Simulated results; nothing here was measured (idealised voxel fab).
process module | voxel gate over fins
cross-section cut | 215 nm wide | cells 5 nm
A cross-section is a grid of square cells, given in bands from the top down. A band is one or more rows of cells.
Each band's line starts with the height of the band's top and of its bottom, in nm. Then come its materials from left to right, each with its width in nm. One material with "throughout" fills the band from edge to edge. "air" is empty space.
Height 0 is the level under which the wafer as received is all one material. The lowest band goes on downwards, as in "0 down".
A width such as "30 to 40" changes by the same amount from each row of cells to the next, from the band's top row to its bottom row.
"no change" after a step means that no cell of the cross-section changed.
closed voids: empty space of 8 cells or more with no open way to the top, each as width x height at its distance from the left edge, in nm
after a step's settings: what the simulator itself notes on the step
overlay nm, on a step with a mask: how far to the right of its planned place the mask lay; to the left if negative
plan
1 op RECEIVE | material Si
2 op CONFORMAL_DEP | material SiN | thk nm 10
3 op DIRECTIONAL_DEP | material aC | thk nm 10
4 op PATTERN | tone cover | mask id FINS | material resist | width nm 15 | pitch nm 40 | thk nm 30 | overlay nm 0
5 op DIRECTIONAL_ETCH | etch materials aC | depth nm 10
6 op STRIP | etch materials resist
7 op DIRECTIONAL_ETCH | etch materials SiN | depth nm 10
8 op DIRECTIONAL_ETCH | etch materials Si | depth nm 30
9 op STRIP | etch materials aC
10 op OXIDIZE | depth nm 5
11 op FILL_DEP | material SiO2 | thk nm 5
12 op CMP | height nm 10
13 op SELECTIVE_ETCH | etch materials SiO2 | depth nm 20
14 op STRIP | etch materials SiN
15 op CONFORMAL_DEP | material HfO2 | thk nm 5
16 op CONFORMAL_DEP | material TiN | thk nm 5
17 op FILL_DEP | material W | thk nm 10
18 op CMP | height nm 15
19 op CONFORMAL_DEP | material SiCN | thk nm 5
as received, after step 1
  0 down: Si throughout
  closed voids: none
a wafer at the end: this start, this plan, one mistake
  20 to 15: SiCN throughout
  15 to 10: W throughout
  10 to 5: W 55 | HfO2 25 | W 15 | HfO2 25 | W 15 | HfO2 25 | W 55
  5 to 0: W 55 | HfO2 5 | TiN 15 | HfO2 5 | W 15 | HfO2 5 | TiN 15 | HfO2 5 | W 15 | HfO2 5 | TiN 15 | HfO2 5 | W 55
  0 to -5: HfO2 60 | TiN 5 | Si 5 | TiN 5 | HfO2 25 | TiN 5 | Si 5 | TiN 5 | HfO2 25 | TiN 5 | Si 5 | TiN 5 | HfO2 60
  -5 to -10: TiN 65 | Si 5 | TiN 35 | Si 5 | TiN 35 | Si 5 | TiN 65
  -10 to -35: SiO2 65 | Si 5 | SiO2 35 | Si 5 | SiO2 35 | Si 5 | SiO2 65
  -35 down: Si throughout
  closed voids: none
what went wrong: steps 15 and 16 were swapped
